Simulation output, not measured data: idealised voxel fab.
Title: Process Module voxel capacitor over wiring
260 nm wide, 5 nm square cells: that's cross-section cut.
Cross-section format: a grid of square cells, given as bands from top to bottom; each band is one or more rows of cells.
Heads up on the band format: heights come first, top then bottom, in nm. After that it's the materials left to right, each with its width in nm. A single material flagged "throughout" fills the whole band edge to edge, and "blank" means there's empty space there.
Height datum 0, below which the as-received substrate wafer is one material. Lowest band open at the bottom, running downward: "0 down".
Width "30 to 40": first value at the band's top row of cells, second value at its bottom row, equal change from row to row.
No cell of the cross-section changed in a step that is given as "identical to before".
"Sealed void list" lists enclosed empty spaces (at least 8 cells, no open path upward to the top), each as width x height at distance from the left edge, in nm.
Whatever follows a step's settings on its line is a remark the simulator itself makes about that step.
"overlay nm" answers the question of how far to the right of plan the mask lay on a step that has a mask, and when it is negative the answer is to the left.
The planned process steps are enumerated hereunder
1. RECEIVE [material Si]
2. CONFORMAL_DEP [material SiO2] [thk nm 10]
3. CONFORMAL_DEP [material SiN] [thk nm 5]
4. DIRECTIONAL_DEP [material lowk] [thk nm 25]
5. DIRECTIONAL_DEP [material aC] [thk nm 15]
6. PATTERN [tone open] [mask id METAL_1] [material resist] [width nm 20] [pitch nm 80] [thk nm 30] [overlay nm 0]
7. DIRECTIONAL_ETCH [etch materials aC] [depth nm 15]
8. STRIP [etch materials resist]
9. DIRECTIONAL_ETCH [etch materials lowk] [depth nm 25]
10. DIRECTIONAL_ETCH [etch materials SiN] [depth nm 5]
11. STRIP [etch materials aC]
12. CONFORMAL_DEP [material TiN] [thk nm 5]
13. FILL_DEP [material Cu] [thk nm 5]
14. CMP [height nm 40]
15. CONFORMAL_DEP [material SiCN] [thk nm 5]
16. DIRECTIONAL_DEP [material SiO2] [thk nm 20]
17. PATTERN [tone open] [mask id PLUG_1] [material resist] [width nm 15] [thk nm 20] [overlay nm 0]
18. DIRECTIONAL_ETCH [etch materials SiO2] [depth nm 20]
19. DIRECTIONAL_ETCH [etch materials SiCN] [depth nm 5]
20. STRIP [etch materials resist]
21. EPI [material Ru] [thk nm 10]
22. EPI [material Ru] [thk nm 10]
23. EPI [material Ru] [thk nm 5]
24. DIRECTIONAL_DEP [material TiN] [thk nm 5]
25. DIRECTIONAL_DEP [material Al2O3] [thk nm 5]
26. DIRECTIONAL_DEP [material TiN] [thk nm 5]
27. PATTERN [tone cover] [mask id UPPER_PLATE] [material resist] [width nm 65] [thk nm 20] [overlay nm 0]
28. DIRECTIONAL_ETCH [etch materials TiN] [depth nm 5]
29. DIRECTIONAL_ETCH [etch materials Al2O3] [depth nm 5]
30. STRIP [etch materials resist]
31. DIRECTIONAL_DEP [material aC] [thk nm 10]
32. PATTERN [tone cover] [mask id LOWER_PLATE] [material resist] [width nm 75] [thk nm 25] [overlay nm 0]
33. DIRECTIONAL_ETCH [etch materials aC] [depth nm 10]
34. STRIP [etch materials resist]
35. DIRECTIONAL_ETCH [etch materials TiN] [depth nm 5]
36. STRIP [etch materials aC]
37. FILL_DEP [material SiO2] [thk nm 20]
38. CMP [height nm 95]
39. DIRECTIONAL_DEP [material aC] [thk nm 15]
40. PATTERN [tone open] [mask id PLUG_2] [material resist] [width nm 15] [thk nm 30] [overlay nm 0]
41. DIRECTIONAL_ETCH [etch materials aC] [depth nm 15]
42. STRIP [etch materials resist]
43. DIRECTIONAL_ETCH [etch materials SiO2] [depth nm 15]
44. STRIP [etch materials aC]
45. CONFORMAL_DEP [material TiN] [thk nm 5]
46. FILL_DEP [material Cu] [thk nm 10]
47. CMP [height nm 95]
48. CONFORMAL_DEP [material SiN] [thk nm 5]
First out of two wafers; run went to plan
Cross-section of the wafer upon arrival, representing the state reached after step 1
  0 down: Si throughout
  Sealed void list: none
Presented here is a cross-section of the wafer after step 2 has been performed
  10 to 0: SiO2 throughout
  Under 0: no change, same as before.
Presented here is a cross-section of the wafer after step 3 has been performed
  15 to 10: SiN throughout
  Under 10: no change, same as before.
Presented here is a cross-section of the wafer after step 4 has been performed
  40 to 15: lowk throughout
  Under 15: no change, same as before.
Presented here is a cross-section of the wafer after step 5 has been performed
  55 to 40: aC throughout
  Under 40: no change, same as before.
Presented here is a cross-section of the wafer after step 6 has been performed
  85 to 55: 80 of resist; 20 of blank; 60 of resist; 20 of blank; 80 of resist
  Under 55: no change, same as before.
Presented here is a cross-section of the wafer after step 7 has been performed
  70 to 55: 80 of resist; 20 of blank; 60 of resist; 20 of blank; 80 of resist
  55 to 40: 80 of aC; 20 of blank; 60 of aC; 20 of blank; 80 of aC
  Under 40: no change, same as before.
Presented here is a cross-section of the wafer after step 8 has been performed
  55 to 40: 80 of aC; 20 of blank; 60 of aC; 20 of blank; 80 of aC
  Under 40: no change, same as before.
Presented here is a cross-section of the wafer after step 9 has been performed
  55 to 40: 80 of aC; 20 of blank; 60 of aC; 20 of blank; 80 of aC
  40 to 15: 80 of lowk; 20 of blank; 60 of lowk; 20 of blank; 80 of lowk
  Under 15: no change, same as before.
Presented here is a cross-section of the wafer after step 10 has been performed
  55 to 40: 80 of aC; 20 of blank; 60 of aC; 20 of blank; 80 of aC
  40 to 15: 80 of lowk; 20 of blank; 60 of lowk; 20 of blank; 80 of lowk
  15 to 10: 80 of SiN; 20 of blank; 60 of SiN; 20 of blank; 80 of SiN
  Under 10: no change, same as before.
Presented here is a cross-section of the wafer after step 11 has been performed
  40 to 15: 80 of lowk; 20 of blank; 60 of lowk; 20 of blank; 80 of lowk
  Under 15: no change, same as before.
Presented here is a cross-section of the wafer after step 12 has been performed
  45 to 40: 85 of TiN; 10 of blank; 70 of TiN; 10 of blank; 85 of TiN
  40 to 15: 80 of lowk; 5 of TiN; 10 of blank; 5 of TiN; 60 of lowk; 5 of TiN; 10 of blank; 5 of TiN; 80 of lowk
  15 to 10: 80 of SiN; 20 of TiN; 60 of SiN; 20 of TiN; 80 of SiN
  Under 10: no change, same as before.
Presented here is a cross-section of the wafer after step 13 has been performed
  50 to 45: Cu throughout
  45 to 40: 85 of TiN; 10 of Cu; 70 of TiN; 10 of Cu; 85 of TiN
  40 to 15: 80 of lowk; 5 of TiN; 10 of Cu; 5 of TiN; 60 of lowk; 5 of TiN; 10 of Cu; 5 of TiN; 80 of lowk
  Under 15: no change, same as before.
Presented here is a cross-section of the wafer after step 14 has been performed
  40 to 15: 80 of lowk; 5 of TiN; 10 of Cu; 5 of TiN; 60 of lowk; 5 of TiN; 10 of Cu; 5 of TiN; 80 of lowk
  Under 15: no change, same as before.
Presented here is a cross-section of the wafer after step 15 has been performed
  45 to 40: SiCN throughout
  Under 40: no change, same as before.
Presented here is a cross-section of the wafer after step 16 has been performed
  65 to 45: SiO2 throughout
  Under 45: no change, same as before.
Presented here is a cross-section of the wafer after step 17 has been performed
  85 to 65: 85 of resist; 15 of blank; 160 of resist
  Under 65: no change, same as before.
Presented here is a cross-section of the wafer after step 18 has been performed
  85 to 65: 85 of resist; 15 of blank; 160 of resist
  65 to 45: 85 of SiO2; 15 of blank; 160 of SiO2
  Under 45: no change, same as before.
Presented here is a cross-section of the wafer after step 19 has been performed
  85 to 65: 85 of resist; 15 of blank; 160 of resist
  65 to 45: 85 of SiO2; 15 of blank; 160 of SiO2
  45 to 40: 85 of SiCN; 15 of blank; 160 of SiCN
  Under 40: no change, same as before.
Presented here is a cross-section of the wafer after step 20 has been performed
  65 to 45: 85 of SiO2; 15 of blank; 160 of SiO2
  Under 45: no change, same as before.
Presented here is a cross-section of the wafer after step 21 has been performed
  65 to 50: 85 of SiO2; 15 of blank; 160 of SiO2
  50 to 45: 85 of SiO2; 15 of Ru; 160 of SiO2
  45 to 40: 85 of SiCN; 15 of Ru; 160 of SiCN
  Under 40: no change, same as before.
Presented here is a cross-section of the wafer after step 22 has been performed
  65 to 60: 85 of SiO2; 15 of blank; 160 of SiO2
  60 to 45: 85 of SiO2; 15 of Ru; 160 of SiO2
  Under 45: no change, same as before.
Presented here is a cross-section of the wafer after step 23 has been performed
  65 to 45: 85 of SiO2; 15 of Ru; 160 of SiO2
  Under 45: no change, same as before.
Presented here is a cross-section of the wafer after step 24 has been performed
  70 to 65: TiN throughout
  Under 65: no change, same as before.
Presented here is a cross-section of the wafer after step 25 has been performed
  75 to 70: Al2O3 throughout
  Under 70: no change, same as before.
Presented here is a cross-section of the wafer after step 26 has been performed
  80 to 75: TiN throughout
  Under 75: no change, same as before.
Presented here is a cross-section of the wafer after step 27 has been performed
  100 to 80: 85 of blank; 65 of resist; 110 of blank
  Under 80: no change, same as before.
Presented here is a cross-section of the wafer after step 28 has been performed
  100 to 80: 85 of blank; 65 of resist; 110 of blank
  80 to 75: 85 of blank; 65 of TiN; 110 of blank
  Under 75: no change, same as before.
Presented here is a cross-section of the wafer after step 29 has been performed
  100 to 80: 85 of blank; 65 of resist; 110 of blank
  80 to 75: 85 of blank; 65 of TiN; 110 of blank
  75 to 70: 85 of blank; 65 of Al2O3; 110 of blank
  Under 70: no change, same as before.
Presented here is a cross-section of the wafer after step 30 has been performed
  80 to 75: 85 of blank; 65 of TiN; 110 of blank
  Under 75: no change, same as before.
Presented here is a cross-section of the wafer after step 31 has been performed
  90 to 80: 85 of blank; 65 of aC; 110 of blank
  80 to 75: 85 of aC; 65 of TiN; 110 of aC
  75 to 70: 85 of aC; 65 of Al2O3; 110 of aC
  Under 70: no change, same as before.
Presented here is a cross-section of the wafer after step 32 has been performed
  115 to 90: 80 of blank; 75 of resist; 105 of blank
  90 to 80: 80 of blank; 5 of resist; 65 of aC; 5 of resist; 105 of blank
  Under 80: no change, same as before.
Presented here is a cross-section of the wafer after step 33 has been performed
  105 to 90: 80 of blank; 75 of resist; 105 of blank
  90 to 80: 80 of blank; 5 of resist; 65 of aC; 5 of resist; 105 of blank
  80 to 75: 80 of blank; 5 of aC; 65 of TiN; 5 of aC; 105 of blank
  75 to 70: 80 of blank; 5 of aC; 65 of Al2O3; 5 of aC; 105 of blank
  Under 70: no change, same as before.
Presented here is a cross-section of the wafer after step 34 has been performed
  90 to 80: 85 of blank; 65 of aC; 110 of blank
  Under 80: no change, same as before.
Presented here is a cross-section of the wafer after step 35 has been performed
  90 to 80: 85 of blank; 65 of aC; 110 of blank
  80 to 75: 80 of blank; 5 of aC; 65 of TiN; 5 of aC; 105 of blank
  75 to 70: 80 of blank; 5 of aC; 65 of Al2O3; 5 of aC; 105 of blank
  70 to 65: 80 of blank; 75 of TiN; 105 of blank
  Under 65: no change, same as before.
Presented here is a cross-section of the wafer after step 36 has been performed
  80 to 75: 85 of blank; 65 of TiN; 110 of blank
  75 to 70: 85 of blank; 65 of Al2O3; 110 of blank
  Under 70: no change, same as before.
Presented here is a cross-section of the wafer after step 37 has been performed
  100 to 80: SiO2 throughout
  80 to 75: 85 of SiO2; 65 of TiN; 110 of SiO2
  75 to 70: 85 of SiO2; 65 of Al2O3; 110 of SiO2
  70 to 65: 80 of SiO2; 75 of TiN; 105 of SiO2
  Under 65: no change, same as before.
Presented here is a cross-section of the wafer after step 38 has been performed
  95 to 80: SiO2 throughout
  Under 80: no change, same as before.
Presented here is a cross-section of the wafer after step 39 has been performed
  110 to 95: aC throughout
  Under 95: no change, same as before.
Presented here is a cross-section of the wafer after step 40 has been performed
  140 to 110: 95 of resist; 15 of blank; 150 of resist
  Under 110: no change, same as before.
Presented here is a cross-section of the wafer after step 41 has been performed
  125 to 110: 95 of resist; 15 of blank; 150 of resist
  110 to 95: 95 of aC; 15 of blank; 150 of aC
  Under 95: no change, same as before.
Presented here is a cross-section of the wafer after step 42 has been performed
  110 to 95: 95 of aC; 15 of blank; 150 of aC
  Under 95: no change, same as before.
Presented here is a cross-section of the wafer after step 43 has been performed
  110 to 95: 95 of aC; 15 of blank; 150 of aC
  95 to 80: 95 of SiO2; 15 of blank; 150 of SiO2
  Under 80: no change, same as before.
Presented here is a cross-section of the wafer after step 44 has been performed
  95 to 80: 95 of SiO2; 15 of blank; 150 of SiO2
  Under 80: no change, same as before.
Presented here is a cross-section of the wafer after step 45 has been performed
  100 to 95: 100 of TiN; 5 of blank; 155 of TiN
  95 to 85: 95 of SiO2; 5 of TiN; 5 of blank; 5 of TiN; 150 of SiO2
  85 to 75: 95 to 85 of SiO2; 15 to 65 of TiN; 150 to 110 of SiO2
  Under 75: no change, same as before.
Presented here is a cross-section of the wafer after step 46 has been performed
  110 to 100: Cu throughout
  100 to 95: 100 of TiN; 5 of Cu; 155 of TiN
  95 to 85: 95 of SiO2; 5 of TiN; 5 of Cu; 5 of TiN; 150 of SiO2
  Under 85: no change, same as before.
Presented here is a cross-section of the wafer after step 47 has been performed
  95 to 85: 95 of SiO2; 5 of TiN; 5 of Cu; 5 of TiN; 150 of SiO2
  Under 85: no change, same as before.
Presented here is a cross-section of the wafer after step 48 has been performed
  100 to 95: SiN throughout
  Under 95: no change, same as before.
Notes, second wafer: start = first wafer's, plan = first wafer's, execution had one mistake; history identical to first through step 20
Cross-sectional view of the second wafer at the intended end time of process step 22
  65 to 50: 85 of SiO2; 15 of blank; 160 of SiO2
  50 to 45: 85 of SiO2; 15 of Ru; 160 of SiO2
  45 to 40: 85 of SiCN; 15 of Ru; 160 of SiCN
  Under 40: no change, same as before.
Cross-sectional view of the second wafer at the intended end time of process step 23
  65 to 55: 85 of SiO2; 15 of blank; 160 of SiO2
  55 to 45: 85 of SiO2; 15 of Ru; 160 of SiO2
  Under 45: no change, same as before.
Cross-sectional view of the second wafer at the intended end time of process step 24
  70 to 65: 85 of TiN; 15 of blank; 160 of TiN
  65 to 60: 85 of SiO2; 15 of blank; 160 of SiO2
  60 to 55: 85 of SiO2; 15 of TiN; 160 of SiO2
  Under 55: no change, same as before.
Cross-sectional view of the second wafer at the intended end time of process step 25
  75 to 70: 85 of Al2O3; 15 of blank; 160 of Al2O3
  70 to 65: 85 of TiN; 15 of blank; 160 of TiN
  65 to 60: 85 of SiO2; 15 of Al2O3; 160 of SiO2
  Under 60: no change, same as before.
Cross-sectional view of the second wafer at the intended end time of process step 26
  80 to 75: 85 of TiN; 15 of blank; 160 of TiN
  75 to 70: 85 of Al2O3; 15 of blank; 160 of Al2O3
  70 to 65: TiN throughout
  Under 65: no change, same as before.
Cross-sectional view of the second wafer at the intended end time of process step 27
  100 to 80: 85 of blank; 65 of resist; 110 of blank
  80 to 75: 85 of TiN; 15 of resist; 160 of TiN
  75 to 70: 85 of Al2O3; 15 of resist; 160 of Al2O3
  Under 70: no change, same as before.
Cross-sectional view of the second wafer at the intended end time of process step 28
  100 to 80: 85 of blank; 65 of resist; 110 of blank
  80 to 75: 85 of blank; 15 of resist; 50 of TiN; 110 of blank
  Under 75: no change, same as before.
Cross-sectional view of the second wafer at the intended end time of process step 29
  100 to 80: 85 of blank; 65 of resist; 110 of blank
  80 to 75: 85 of blank; 15 of resist; 50 of TiN; 110 of blank
  75 to 70: 85 of blank; 15 of resist; 50 of Al2O3; 110 of blank
  Under 70: no change, same as before.
Cross-sectional view of the second wafer at the intended end time of process step 30
  80 to 75: 100 of blank; 50 of TiN; 110 of blank
  75 to 70: 100 of blank; 50 of Al2O3; 110 of blank
  Under 70: no change, same as before.
Cross-sectional view of the second wafer at the intended end time of process step 31
  90 to 80: 100 of blank; 50 of aC; 110 of blank
  80 to 75: 100 of aC; 50 of TiN; 110 of aC
  75 to 70: 100 of aC; 50 of Al2O3; 110 of aC
  Under 70: no change, same as before.
Cross-sectional view of the second wafer at the intended end time of process step 32
  115 to 90: 80 of blank; 75 of resist; 105 of blank
  90 to 80: 80 of blank; 20 of resist; 50 of aC; 5 of resist; 105 of blank
  Under 80: no change, same as before.
Cross-sectional view of the second wafer at the intended end time of process step 33
  105 to 90: 80 of blank; 75 of resist; 105 of blank
  90 to 80: 80 of blank; 20 of resist; 50 of aC; 5 of resist; 105 of blank
  80 to 75: 80 of blank; 20 of aC; 50 of TiN; 5 of aC; 105 of blank
  75 to 70: 80 of blank; 20 of aC; 50 of Al2O3; 5 of aC; 105 of blank
  Under 70: no change, same as before.
Cross-sectional view of the second wafer at the intended end time of process step 34
  90 to 80: 100 of blank; 50 of aC; 110 of blank
  Under 80: no change, same as before.
Cross-sectional view of the second wafer at the intended end time of process step 35
  90 to 80: 100 of blank; 50 of aC; 110 of blank
  80 to 75: 80 of blank; 20 of aC; 50 of TiN; 5 of aC; 105 of blank
  75 to 70: 80 of blank; 20 of aC; 50 of Al2O3; 5 of aC; 105 of blank
  70 to 65: 80 of blank; 75 of TiN; 105 of blank
  Under 65: no change, same as before.
Cross-sectional view of the second wafer at the intended end time of process step 36
  80 to 75: 100 of blank; 50 of TiN; 110 of blank
  75 to 70: 100 of blank; 50 of Al2O3; 110 of blank
  Under 70: no change, same as before.
Cross-sectional view of the second wafer at the intended end time of process step 37
  100 to 80: SiO2 throughout
  80 to 75: 100 of SiO2; 50 of TiN; 110 of SiO2
  75 to 70: 100 of SiO2; 50 of Al2O3; 110 of SiO2
  70 to 65: 80 of SiO2; 75 of TiN; 105 of SiO2
  Under 65: no change, same as before.
Cross-sectional view of the second wafer at the intended end time of process step 38
  95 to 80: SiO2 throughout
  Under 80: no change, same as before.
Cross-sectional view of the second wafer at the intended end time of process step 39
  110 to 95: aC throughout
  Under 95: no change, same as before.
Cross-sectional view of the second wafer at the intended end time of process step 40
  140 to 110: 95 of resist; 15 of blank; 150 of resist
  Under 110: no change, same as before.
Cross-sectional view of the second wafer at the intended end time of process step 41
  125 to 110: 95 of resist; 15 of blank; 150 of resist
  110 to 95: 95 of aC; 15 of blank; 150 of aC
  Under 95: no change, same as before.
Cross-sectional view of the second wafer at the intended end time of process step 42
  110 to 95: 95 of aC; 15 of blank; 150 of aC
  Under 95: no change, same as before.
Cross-sectional view of the second wafer at the intended end time of process step 43
  110 to 95: 95 of aC; 15 of blank; 150 of aC
  95 to 80: 95 of SiO2; 15 of blank; 150 of SiO2
  Under 80: no change, same as before.
Cross-sectional view of the second wafer at the intended end time of process step 44
  95 to 80: 95 of SiO2; 15 of blank; 150 of SiO2
  Under 80: no change, same as before.
Cross-sectional view of the second wafer at the intended end time of process step 45
  100 to 95: 100 of TiN; 5 of blank; 155 of TiN
  95 to 85: 95 of SiO2; 5 of TiN; 5 of blank; 5 of TiN; 150 of SiO2
  85 to 75: 95 to 100 of SiO2; 15 to 50 of TiN; 150 to 110 of SiO2
  Under 75: no change, same as before.
Cross-sectional view of the second wafer at the intended end time of process step 46
  110 to 100: Cu throughout
  100 to 95: 100 of TiN; 5 of Cu; 155 of TiN
  95 to 85: 95 of SiO2; 5 of TiN; 5 of Cu; 5 of TiN; 150 of SiO2
  Under 85: no change, same as before.
Cross-sectional view of the second wafer at the intended end time of process step 47
  95 to 85: 95 of SiO2; 5 of TiN; 5 of Cu; 5 of TiN; 150 of SiO2
  Under 85: no change, same as before.
Cross-sectional view of the second wafer at the intended end time of process step 48
  100 to 95: SiN throughout
  Under 95: no change, same as before.
Where did the run depart from the plan? a step is missing from the set 21 and 22, whose members are all alike, and its identity cannot be established
In the final state, the cell counts of the second wafer exceed or fall short of those of the first for the following materials: 6 fewer of Ru; 6 more of SiO2
